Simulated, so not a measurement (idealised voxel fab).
Process module heading - voxel spacer lines
295 nm wide, 5 nm square cells: that's cross-section cut.
This document writes a cross-section as a grid whose cells are square, and gives it as bands, listed from the top down; one or more rows of cells form a band.
Basically the band line says how high the top is and how high the bottom is, in nm, and then what's in it from left to right, every material with its width in nm. Empty space shows up as "empty", and if a single material carries "everywhere" it runs the full band edge to edge.
Below 0: as-received wafer, all one material; heights counted from there. Lowest band: no bottom, goes on down, written "0 -> down".
So if you see something like "30->40" for the width, read it as the top row of the band sitting at the first number and the bottom row at the second, with every row in between moving by the same amount as the last.
When a step is marked "no modifications", none of the cells in the cross-section changed during that step.
So "Closed void inventory" is basically the list of trapped voids: any empty space of 8 cells or more that can't reach the top through an opening. They're written width x height at distance, the distance being from the left edge, and it's all nm.
after a step's settings: what the simulator itself notes on the step
The line of a step may include "overlay nm". On a step with a mask, this value is how far to the right of its planned place the mask lay. A negative value means the mask lay to the left.

-- List of planned process steps
1) RECEIVE (material Si)
2) CONFORMAL_DEP (material Al2O3; thk nm 5)
3) DIRECTIONAL_DEP (material SiN; thk nm 15)
4) DIRECTIONAL_DEP (material aC; thk nm 20)
5) PATTERN (tone cover; mask id MANDREL; material resist; width nm 15; pitch nm 60; thk nm 25; overlay nm 0)
6) DIRECTIONAL_ETCH (etch materials aC; depth nm 20)
7) STRIP (etch materials resist)
8) CONFORMAL_DEP (material SiO2; thk nm 15)
9) DIRECTIONAL_ETCH (etch materials SiO2; depth nm 15)
10) STRIP (etch materials aC)
11) DIRECTIONAL_ETCH (etch materials SiN; depth nm 15)
12) STRIP (etch materials SiO2)
13) FILL_DEP (material SiO2; thk nm 10)
14) CMP (height nm 20)
Wafers differ in thk nm at step 2; plan lists the first wafer's value; identical starting state.

-- Cross-sectional view of the first of several wafers in the as-received condition, corresponding to the state following step 1
- 0 -> down = Si everywhere
- Closed void inventory: none

-- Once step 14, the last step, is complete, the module is at its end; this is the cross-section of the first of several wafers
- 20 -> 5 = SiO2=95  SiN=15  SiO2=15  SiN=15  SiO2=15  SiN=15  SiO2=15  SiN=15  SiO2=95
- 5 -> 0 = Al2O3 everywhere
- 0 -> down = Si everywhere
- Closed void inventory: none

-- Cross-sectional depiction of the last of several wafers upon completion of the module
- 20 -> 0 = Al2O3 everywhere
- 0 -> down = Si everywhere
- Closed void inventory: none

-- Note: the following table is arranged by wafer, a row apiece. Each row reports the end-of-module state: per material, cells gained (+) or cells lost (-) compared with the wafer as received; closed voids follow
thk nm 5, +59 Al2O3, +36 SiN, +141 SiO2, Closed void inventory: none
thk nm 10, +118 Al2O3, +24 SiN, +94 SiO2, Closed void inventory: none
thk nm 15, +177 Al2O3, +12 SiN, +47 SiO2, Closed void inventory: none
thk nm 20, +236 Al2O3, Closed void inventory: none
